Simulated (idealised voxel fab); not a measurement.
Proc. module: voxel transistor to metal
Section cut is 175 nm wide and gridded with 5 nm square cells.
Square cells in a grid make up a cross-section in this document, and the grid is given as bands, listed from the top down, each one or more rows of cells.
Each band's line starts with the height of the band's top and of its bottom, in nm. Then come its materials from left to right, each with its width in nm. One material with "full width" fills the band from edge to edge. "empty" is empty space.
Convention: height 0 is the level below which the wafer, as received, is all one material. The lowest band does not terminate at the bottom but continues downward, represented as "0 down".
The two numbers in a width such as "30..40" mark its ends across the band: the first belongs to the top row of cells, the second to the bottom row, and from each row to the next the width moves by the same amount.
"no alteration" -> step changed no cross-section cell.
"Sealed internal voids" means: voids of 8 cells or more that are shut off from the top with no open way through. Written width x height at distance, distance from the left edge, in nm.
It should be noted that, on the line of a given step, the content following the step's settings is a remark produced by the simulator itself with respect to that step.
overlay nm: how far to the right of its planned place the mask lay on this masked step (negative: to the left).

List of planned process steps:
1) RECEIVE,material Si
2) OXIDIZE,depth nm 5
3) CONFORMAL_DEP,material SiN,thk nm 15
4) MASKED_ETCH,tone cover,mask id ACTIVE,width nm 125,etch materials SiN,depth nm 15,overlay nm 0
5) MASKED_ETCH,tone cover,mask id ACTIVE,width nm 125,etch materials SiO2,depth nm 5,overlay nm 0
6) MASKED_ETCH,tone cover,mask id ACTIVE,width nm 125,etch materials Si,depth nm 20,overlay nm 0
7) OXIDIZE,depth nm 5
8) FILL_DEP,material SiO2,thk nm 5
9) CMP,height nm 15
10) SELECTIVE_ETCH,etch materials SiO2,depth nm 10
11) STRIP,etch materials SiN
12) SELECTIVE_ETCH,etch materials SiO2,depth nm 5
13) OXIDIZE,depth nm 5
14) DIRECTIONAL_DEP,material polySi,thk nm 30
15) DIRECTIONAL_DEP,material SiCN,thk nm 15
16) MASKED_ETCH,tone cover,mask id GATE,width nm 25,etch materials SiCN,depth nm 25,overlay nm 0
17) MASKED_ETCH,tone cover,mask id GATE,width nm 25,etch materials polySi,depth nm 40,overlay nm 0
18) CONFORMAL_DEP,material SiN,thk nm 5
19) DIRECTIONAL_ETCH,etch materials SiN,depth nm 5
20) DIRECTIONAL_ETCH,etch materials SiO2,depth nm 5
21) DIRECTIONAL_ETCH,etch materials Si,depth nm 10
22) EPI,material nSi,thk nm 15
23) FILL_DEP,material SiO2,thk nm 5
24) CMP,height nm 25
25) STRIP,etch materials polySi
26) SELECTIVE_ETCH,etch materials SiO2,depth nm 5
27) CONFORMAL_DEP,material HfO2,thk nm 5
28) CONFORMAL_DEP,material TiN,thk nm 5
29) FILL_DEP,material W,thk nm 5
30) CMP,height nm 20
31) DIRECTIONAL_DEP,material SiO2,thk nm 15
32) DIRECTIONAL_DEP,material aC,thk nm 10
33) PATTERN,tone open,mask id CONTACT,material resist,width nm 20,pitch nm 85,thk nm 30,overlay nm 0
34) DIRECTIONAL_ETCH,etch materials aC,depth nm 10
35) STRIP,etch materials resist
36) DIRECTIONAL_ETCH,etch materials SiO2,depth nm 40
37) STRIP,etch materials aC
38) CONFORMAL_DEP,material TiN,thk nm 5
39) FILL_DEP,material W,thk nm 5
40) CMP,height nm 35
41) DIRECTIONAL_DEP,material TiN,thk nm 5
42) DIRECTIONAL_DEP,material Ru,thk nm 15
43) MASKED_ETCH,tone cover,mask id METAL_1,width nm 20,pitch nm 85,etch materials Ru,depth nm 15,overlay nm 0
44) MASKED_ETCH,tone cover,mask id METAL_1,width nm 20,pitch nm 85,etch materials TiN,depth nm 5,overlay nm 0
45) FILL_DEP,material SiO2,thk nm 10
46) CMP,height nm 55
47) CONFORMAL_DEP,material SiCN,thk nm 5
48) DIRECTIONAL_DEP,material SiO2,thk nm 25
49) MASKED_ETCH,tone open,mask id METAL_2_HOLES,width nm 15,pitch nm 85,etch materials SiO2,depth nm 25,overlay nm 0
50) DIRECTIONAL_DEP,material aC,thk nm 15
51) PATTERN,tone open,mask id METAL_2,material resist,width nm 20,pitch nm 85,thk nm 35,overlay nm 0
52) DIRECTIONAL_ETCH,etch materials aC,depth nm 15
53) STRIP,etch materials resist
54) DIRECTIONAL_ETCH,etch materials SiO2,depth nm 15
55) DIRECTIONAL_ETCH,etch materials SiCN,depth nm 5
56) STRIP,etch materials aC
57) CONFORMAL_DEP,material TiN,thk nm 5
58) FILL_DEP,material Ru,thk nm 5
59) CMP,height nm 85
60) CONFORMAL_DEP,material SiCN,thk nm 5

Cross-section, incoming material, after step 1:
    0 down: Si full width
    Sealed internal voids: none

Here's the cross-section of the first of our two wafers at the end of the module - it ran as planned:
    90 to 85: SiCN full width
    85 to 75: 35 of SiO2 / 5 of TiN / 10 of Ru / 5 of TiN / 65 of SiO2 / 5 of TiN / 10 of Ru / 5 of TiN / 35 of SiO2
    75 to 70: 35 of SiO2 / 5 of TiN / 5 of Ru / 10 of TiN / 65 of SiO2 / 5 of TiN / 5 of Ru / 10 of TiN / 35 of SiO2
    70 to 60: 35 of SiO2 / 5 of TiN / 5 of Ru / 5 of TiN / 70 of SiO2 / 5 of TiN / 5 of Ru / 5 of TiN / 40 of SiO2
    60 to 55: 35 of SiCN / 15 of TiN / 70 of SiCN / 15 of TiN / 40 of SiCN
    55 to 40: 35 of SiO2 / 20 of Ru / 65 of SiO2 / 20 of Ru / 35 of SiO2
    40 to 35: 35 of SiO2 / 20 of TiN / 65 of SiO2 / 20 of TiN / 35 of SiO2
    35 to 20: 35 of SiO2 / 5 of TiN / 10 of W / 5 of TiN / 65 of SiO2 / 5 of TiN / 10 of W / 5 of TiN / 35 of SiO2
    20 to 5: 35 of SiO2 / 5 of TiN / 10 of W / 5 of TiN / 15 of SiO2 / 5 of SiN / 5 of HfO2 / 5 of TiN / 5 of W / 5 of TiN / 5 of HfO2 / 5 of SiN / 15 of SiO2 / 5 of TiN / 10 of W / 5 of TiN / 35 of SiO2
    5 to 0: 35 of SiO2 / 5 of TiN / 10 of W / 5 of TiN / 15 of nSi / 5 of SiN / 5 of HfO2 / 5 of TiN / 5 of W / 5 of TiN / 5 of HfO2 / 5 of SiN / 15 of nSi / 5 of TiN / 10 of W / 5 of TiN / 35 of SiO2
    0 to -5: 20 of SiO2 / 5 of SiN / 10 of SiO2 / 20 of TiN / 15 of nSi / 5 of SiN / 5 of HfO2 / 15 of TiN / 5 of HfO2 / 5 of SiN / 15 of nSi / 20 of TiN / 10 of SiO2 / 5 of SiN / 20 of SiO2
    -5 to -10: 25 of SiO2 / 45 of nSi / 35 of HfO2 / 45 of nSi / 25 of SiO2
    -10 to -20: 30 of SiO2 / 40 of nSi / 35 of Si / 40 of nSi / 30 of SiO2
    -20 to -30: 30 of SiO2 / 115 of Si / 30 of SiO2
    -30 down: Si full width
    Sealed internal voids: none

Cross-sectional view: second of two wafers, end of module; start and plan identical to the first, one mistake in running:
    90 to 85: SiCN full width
    85 to 70: 35 of SiO2 / 5 of TiN / 10 of Ru / 5 of TiN / 65 of SiO2 / 5 of TiN / 10 of Ru / 5 of TiN / 35 of SiO2
    70 to 65: 35 of SiO2 / 5 of TiN / 5 of Ru / 10 of TiN / 65 of SiO2 / 5 of TiN / 5 of Ru / 10 of TiN / 35 of SiO2
    65 to 60: 35 of SiO2 / 15 of TiN / 70 of SiO2 / 15 of TiN / 40 of SiO2
    60 to 55: SiCN full width
    55 to 40: 35 of SiO2 / 20 of Ru / 65 of SiO2 / 20 of Ru / 35 of SiO2
    40 to 35: 35 of SiO2 / 20 of TiN / 65 of SiO2 / 20 of TiN / 35 of SiO2
    35 to 20: 35 of SiO2 / 5 of TiN / 10 of W / 5 of TiN / 65 of SiO2 / 5 of TiN / 10 of W / 5 of TiN / 35 of SiO2
    20 to 5: 35 of SiO2 / 5 of TiN / 10 of W / 5 of TiN / 15 of SiO2 / 5 of SiN / 5 of HfO2 / 5 of TiN / 5 of W / 5 of TiN / 5 of HfO2 / 5 of SiN / 15 of SiO2 / 5 of TiN / 10 of W / 5 of TiN / 35 of SiO2
    5 to 0: 35 of SiO2 / 5 of TiN / 10 of W / 5 of TiN / 15 of nSi / 5 of SiN / 5 of HfO2 / 5 of TiN / 5 of W / 5 of TiN / 5 of HfO2 / 5 of SiN / 15 of nSi / 5 of TiN / 10 of W / 5 of TiN / 35 of SiO2
    0 to -5: 20 of SiO2 / 5 of SiN / 10 of SiO2 / 20 of TiN / 15 of nSi / 5 of SiN / 5 of HfO2 / 15 of TiN / 5 of HfO2 / 5 of SiN / 15 of nSi / 20 of TiN / 10 of SiO2 / 5 of SiN / 20 of SiO2
    -5 to -10: 25 of SiO2 / 45 of nSi / 35 of HfO2 / 45 of nSi / 25 of SiO2
    -10 to -20: 30 of SiO2 / 40 of nSi / 35 of Si / 40 of nSi / 30 of SiO2
    -20 to -30: 30 of SiO2 / 115 of Si / 30 of SiO2
    -30 down: Si full width
    Sealed internal voids: none
The mistake made against the process plan was this: step 55 ran differently from the plan; actual operation with settings: DIRECTIONAL_ETCH,etch materials SiO2,depth nm 5
Heads up, by the end the second wafer has more or fewer cells of some materials compared to the first: +6 SiCN | -2 SiO2 | -4 TiN
